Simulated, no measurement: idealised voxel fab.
process module | voxel capacitor over wiring
cross-section cut | 160 nm wide | cells 5 nm
A cross-section is a grid of square cells, given in bands from the top down. A band is one or more rows of cells.
Each band's line starts with the height of the band's top and of its bottom, in nm. Then come its materials from left to right, each with its width in nm. One material with "throughout" fills the band from edge to edge. "air" is empty space.
Height 0 is the level under which the wafer as received is all one material. The lowest band goes on downwards, as in "0 down".
A width such as "30 to 40" changes by the same amount from each row of cells to the next, from the band's top row to its bottom row.
"no change" after a step means that no cell of the cross-section changed.
closed voids: empty space of 8 cells or more with no open way to the top, each as width x height at its distance from the left edge, in nm
after a step's settings: what the simulator itself notes on the step
overlay nm, on a step with a mask: how far to the right of its planned place the mask lay; to the left if negative
plan
1 op RECEIVE | material Si
2 op CONFORMAL_DEP | material SiO2 | thk nm 10
3 op DIRECTIONAL_DEP | material TiN | thk nm 5
4 op DIRECTIONAL_DEP | material Ru | thk nm 15
5 op MASKED_ETCH | tone cover | mask id METAL_1 | width nm 20 | pitch nm 90 | etch materials Ru | depth nm 15 | overlay nm 0
6 op MASKED_ETCH | tone cover | mask id METAL_1 | width nm 20 | pitch nm 90 | etch materials TiN | depth nm 5 | overlay nm 0
7 op CONFORMAL_DEP | material SiN | thk nm 5
8 op FILL_DEP | material lowk | thk nm 5
9 op CMP | height nm 30
10 op CONFORMAL_DEP | material SiCN | thk nm 5
11 op DIRECTIONAL_DEP | material lowk | thk nm 20
12 op DIRECTIONAL_DEP | material aC | thk nm 10
13 op PATTERN | tone open | mask id PLUG_1 | material resist | width nm 15 | thk nm 25 | overlay nm 0
14 op DIRECTIONAL_ETCH | etch materials aC | depth nm 10
15 op STRIP | etch materials resist
16 op DIRECTIONAL_ETCH | etch materials lowk | depth nm 20
17 op DIRECTIONAL_ETCH | etch materials SiCN | depth nm 5
18 op STRIP | etch materials aC
19 op EPI | material Ru | thk nm 10
20 op EPI | material Ru | thk nm 10
21 op EPI | material Ru | thk nm 5
22 op DIRECTIONAL_DEP | material TiN | thk nm 10
23 op DIRECTIONAL_DEP | material Al2O3 | thk nm 5
24 op DIRECTIONAL_DEP | material TiN | thk nm 10
25 op MASKED_ETCH | tone cover | mask id UPPER_PLATE | width nm 75 | etch materials TiN | depth nm 10 | overlay nm 0
26 op MASKED_ETCH | tone cover | mask id UPPER_PLATE | width nm 75 | etch materials Al2O3 | depth nm 5 | overlay nm 0
27 op DIRECTIONAL_DEP | material aC | thk nm 15
28 op PATTERN | tone cover | mask id LOWER_PLATE | material resist | width nm 85 | thk nm 35 | overlay nm 0
29 op DIRECTIONAL_ETCH | etch materials aC | depth nm 15
30 op STRIP | etch materials resist
31 op DIRECTIONAL_ETCH | etch materials TiN | depth nm 10
32 op STRIP | etch materials aC
33 op FILL_DEP | material SiO2 | thk nm 20
34 op CMP | height nm 95
35 op PATTERN | tone open | mask id PLUG_2 | material resist | width nm 15 | thk nm 20 | overlay nm 0
36 op DIRECTIONAL_ETCH | etch materials SiO2 | depth nm 15
37 op STRIP | etch materials resist
38 op CONFORMAL_DEP | material TiN | thk nm 5
39 op FILL_DEP | material Cu | thk nm 5
40 op CMP | height nm 95
41 op CONFORMAL_DEP | material SiCN | thk nm 5
first wafer, as planned
as received, after step 1
  0 down: Si throughout
  closed voids: none
after step 2
  10 to 0: SiO2 throughout
  below 0: unchanged
after step 3
  15 to 10: TiN throughout
  below 10: unchanged
after step 4
  30 to 15: Ru throughout
  below 15: unchanged
after step 5
  30 to 15: air 25 | Ru 20 | air 70 | Ru 20 | air 25
  below 15: unchanged
after step 6
  30 to 15: air 25 | Ru 20 | air 70 | Ru 20 | air 25
  15 to 10: air 25 | TiN 20 | air 70 | TiN 20 | air 25
  below 10: unchanged
after step 7
  35 to 30: air 20 | SiN 30 | air 60 | SiN 30 | air 20
  30 to 15: air 20 | SiN 5 | Ru 20 | SiN 5 | air 60 | SiN 5 | Ru 20 | SiN 5 | air 20
  15 to 10: SiN 25 | TiN 20 | SiN 70 | TiN 20 | SiN 25
  below 10: unchanged
after step 8
  40 to 35: lowk throughout
  35 to 30: lowk 20 | SiN 30 | lowk 60 | SiN 30 | lowk 20
  30 to 15: lowk 20 | SiN 5 | Ru 20 | SiN 5 | lowk 60 | SiN 5 | Ru 20 | SiN 5 | lowk 20
  below 15: unchanged
after step 9
  30 to 15: lowk 20 | SiN 5 | Ru 20 | SiN 5 | lowk 60 | SiN 5 | Ru 20 | SiN 5 | lowk 20
  below 15: unchanged
after step 10
  35 to 30: SiCN throughout
  below 30: unchanged
after step 11
  55 to 35: lowk throughout
  below 35: unchanged
after step 12
  65 to 55: aC throughout
  below 55: unchanged
after step 13
  90 to 65: resist 30 | air 15 | resist 115
  below 65: unchanged
after step 14
  80 to 65: resist 30 | air 15 | resist 115
  65 to 55: aC 30 | air 15 | aC 115
  below 55: unchanged
after step 15
  65 to 55: aC 30 | air 15 | aC 115
  below 55: unchanged
after step 16
  65 to 55: aC 30 | air 15 | aC 115
  55 to 35: lowk 30 | air 15 | lowk 115
  below 35: unchanged
after step 17
  65 to 55: aC 30 | air 15 | aC 115
  55 to 35: lowk 30 | air 15 | lowk 115
  35 to 30: SiCN 30 | air 15 | SiCN 115
  below 30: unchanged
after step 18
  55 to 35: lowk 30 | air 15 | lowk 115
  below 35: unchanged
after step 19
  55 to 40: lowk 30 | air 15 | lowk 115
  40 to 35: lowk 30 | Ru 15 | lowk 115
  35 to 30: SiCN 30 | Ru 15 | SiCN 115
  below 30: unchanged
after step 20
  55 to 50: lowk 30 | air 15 | lowk 115
  50 to 35: lowk 30 | Ru 15 | lowk 115
  below 35: unchanged
after step 21
  55 to 35: lowk 30 | Ru 15 | lowk 115
  below 35: unchanged
after step 22
  65 to 55: TiN throughout
  below 55: unchanged
after step 23
  70 to 65: Al2O3 throughout
  below 65: unchanged
after step 24
  80 to 70: TiN throughout
  below 70: unchanged
after step 25
  80 to 70: air 30 | TiN 75 | air 55
  below 70: unchanged
after step 26
  80 to 70: air 30 | TiN 75 | air 55
  70 to 65: air 30 | Al2O3 75 | air 55
  below 65: unchanged
after step 27
  95 to 80: air 30 | aC 75 | air 55
  80 to 70: aC 30 | TiN 75 | aC 55
  70 to 65: aC 30 | Al2O3 75 | aC 55
  below 65: unchanged
after step 28
  130 to 95: air 25 | resist 85 | air 50
  95 to 80: air 25 | resist 5 | aC 75 | resist 5 | air 50
  below 80: unchanged
after step 29
  115 to 95: air 25 | resist 85 | air 50
  95 to 80: air 25 | resist 5 | aC 75 | resist 5 | air 50
  80 to 70: air 25 | aC 5 | TiN 75 | aC 5 | air 50
  70 to 65: air 25 | aC 5 | Al2O3 75 | aC 5 | air 50
  below 65: unchanged
after step 30
  95 to 80: air 30 | aC 75 | air 55
  below 80: unchanged
after step 31
  95 to 80: air 30 | aC 75 | air 55
  80 to 70: air 25 | aC 5 | TiN 75 | aC 5 | air 50
  70 to 65: air 25 | aC 5 | Al2O3 75 | aC 5 | air 50
  65 to 55: air 25 | TiN 85 | air 50
  below 55: unchanged
after step 32
  80 to 70: air 30 | TiN 75 | air 55
  70 to 65: air 30 | Al2O3 75 | air 55
  below 65: unchanged
after step 33
  100 to 80: SiO2 throughout
  80 to 70: SiO2 30 | TiN 75 | SiO2 55
  70 to 65: SiO2 30 | Al2O3 75 | SiO2 55
  65 to 55: SiO2 25 | TiN 85 | SiO2 50
  below 55: unchanged
after step 34
  95 to 80: SiO2 throughout
  below 80: unchanged
after step 35
  115 to 95: resist 40 | air 15 | resist 105
  below 95: unchanged
after step 36
  115 to 95: resist 40 | air 15 | resist 105
  95 to 80: SiO2 40 | air 15 | SiO2 105
  below 80: unchanged
after step 37
  95 to 80: SiO2 40 | air 15 | SiO2 105
  below 80: unchanged
after step 38
  100 to 95: TiN 45 | air 5 | TiN 110
  95 to 85: SiO2 40 | TiN 5 | air 5 | TiN 5 | SiO2 105
  85 to 80: SiO2 40 | TiN 15 | SiO2 105
  below 80: unchanged
after step 39
  105 to 100: Cu throughout
  100 to 95: TiN 45 | Cu 5 | TiN 110
  95 to 85: SiO2 40 | TiN 5 | Cu 5 | TiN 5 | SiO2 105
  below 85: unchanged
after step 40
  95 to 85: SiO2 40 | TiN 5 | Cu 5 | TiN 5 | SiO2 105
  below 85: unchanged
after step 41
  100 to 95: SiCN throughout
  below 95: unchanged
second wafer: like start, like plan, one mistake. Through step 9 it matches the first wafer
when step 10 should have ended
  50 to 30: lowk throughout
  below 30: unchanged
when step 11 should have ended
  55 to 50: SiCN throughout
  below 50: unchanged
when step 12 should have ended
  65 to 55: aC throughout
  below 55: unchanged
when step 13 should have ended
  90 to 65: resist 30 | air 15 | resist 115
  below 65: unchanged
when step 14 should have ended
  80 to 65: resist 30 | air 15 | resist 115
  65 to 55: aC 30 | air 15 | aC 115
  below 55: unchanged
when step 15 should have ended
  65 to 55: aC 30 | air 15 | aC 115
  below 55: unchanged
when step 16 should have ended: no change
when step 17 should have ended
  65 to 55: aC 30 | air 15 | aC 115
  55 to 50: SiCN 30 | air 15 | SiCN 115
  below 50: unchanged
when step 18 should have ended
  55 to 50: SiCN 30 | air 15 | SiCN 115
  below 50: unchanged
when step 19 should have ended: no change
when step 20 should have ended: no change
when step 21 should have ended: no change
when step 22 should have ended
  65 to 60: TiN 30 | air 15 | TiN 115
  60 to 55: TiN throughout
  55 to 50: SiCN 30 | TiN 15 | SiCN 115
  below 50: unchanged
when step 23 should have ended
  70 to 65: Al2O3 30 | air 15 | Al2O3 115
  65 to 60: TiN 30 | Al2O3 15 | TiN 115
  below 60: unchanged
when step 24 should have ended
  80 to 75: TiN 30 | air 15 | TiN 115
  75 to 70: TiN throughout
  70 to 65: Al2O3 30 | TiN 15 | Al2O3 115
  below 65: unchanged
when step 25 should have ended
  80 to 70: air 45 to 30 | TiN 60 to 75 | air 55
  below 70: unchanged
when step 26 should have ended
  80 to 70: air 45 to 30 | TiN 60 to 75 | air 55
  70 to 65: air 30 | TiN 15 | Al2O3 60 | air 55
  below 65: unchanged
when step 27 should have ended
  95 to 90: air 45 | aC 60 | air 55
  90 to 80: air 30 | aC 75 | air 55
  80 to 70: aC 45 to 30 | TiN 60 to 75 | aC 55
  70 to 65: aC 30 | TiN 15 | Al2O3 60 | aC 55
  below 65: unchanged
when step 28 should have ended
  130 to 95: air 25 | resist 85 | air 50
  95 to 90: air 25 | resist 20 | aC 60 | resist 5 | air 50
  90 to 80: air 25 | resist 5 | aC 75 | resist 5 | air 50
  below 80: unchanged
when step 29 should have ended
  115 to 95: air 25 | resist 85 | air 50
  95 to 90: air 25 | resist 20 | aC 60 | resist 5 | air 50
  90 to 80: air 25 | resist 5 | aC 75 | resist 5 | air 50
  80 to 70: air 25 | aC 20 to 5 | TiN 60 to 75 | aC 5 | air 50
  70 to 65: air 25 | aC 5 | TiN 15 | Al2O3 60 | aC 5 | air 50
  below 65: unchanged
when step 30 should have ended
  95 to 90: air 45 | aC 60 | air 55
  90 to 80: air 30 | aC 75 | air 55
  below 80: unchanged
when step 31 should have ended
  95 to 90: air 45 | aC 60 | air 55
  90 to 80: air 30 | aC 75 | air 55
  80 to 70: air 25 | aC 20 to 5 | TiN 60 to 75 | aC 5 | air 50
  70 to 65: air 25 | aC 5 | TiN 15 | Al2O3 60 | aC 5 | air 50
  65 to 60: air 25 | TiN 5 | Al2O3 15 | TiN 65 | air 50
  60 to 55: air 25 | TiN 85 | air 50
  below 55: unchanged
when step 32 should have ended
  80 to 70: air 45 to 30 | TiN 60 to 75 | air 55
  70 to 65: air 30 | TiN 15 | Al2O3 60 | air 55
  below 65: unchanged
when step 33 should have ended
  100 to 80: SiO2 throughout
  80 to 70: SiO2 45 to 30 | TiN 60 to 75 | SiO2 55
  70 to 65: SiO2 30 | TiN 15 | Al2O3 60 | SiO2 55
  65 to 60: SiO2 25 | TiN 5 | Al2O3 15 | TiN 65 | SiO2 50
  60 to 55: SiO2 25 | TiN 85 | SiO2 50
  below 55: unchanged
when step 34 should have ended
  95 to 80: SiO2 throughout
  below 80: unchanged
when step 35 should have ended
  115 to 95: resist 40 | air 15 | resist 105
  below 95: unchanged
when step 36 should have ended
  115 to 95: resist 40 | air 15 | resist 105
  95 to 80: SiO2 40 | air 15 | SiO2 105
  below 80: unchanged
when step 37 should have ended
  95 to 80: SiO2 40 | air 15 | SiO2 105
  below 80: unchanged
when step 38 should have ended
  100 to 95: TiN 45 | air 5 | TiN 110
  95 to 85: SiO2 40 | TiN 5 | air 5 | TiN 5 | SiO2 105
  85 to 75: SiO2 40 to 45 | TiN 15 to 60 | SiO2 105 to 55
  below 75: unchanged
when step 39 should have ended
  105 to 100: Cu throughout
  100 to 95: TiN 45 | Cu 5 | TiN 110
  95 to 85: SiO2 40 | TiN 5 | Cu 5 | TiN 5 | SiO2 105
  below 85: unchanged
when step 40 should have ended
  95 to 85: SiO2 40 | TiN 5 | Cu 5 | TiN 5 | SiO2 105
  below 85: unchanged
when step 41 should have ended
  100 to 95: SiCN throughout
  below 95: unchanged
what went wrong: steps 10 and 11 were swapped
at the end the second wafer has, in cells: 15 fewer of Ru | 3 more of SiO2 | 12 more of lowk
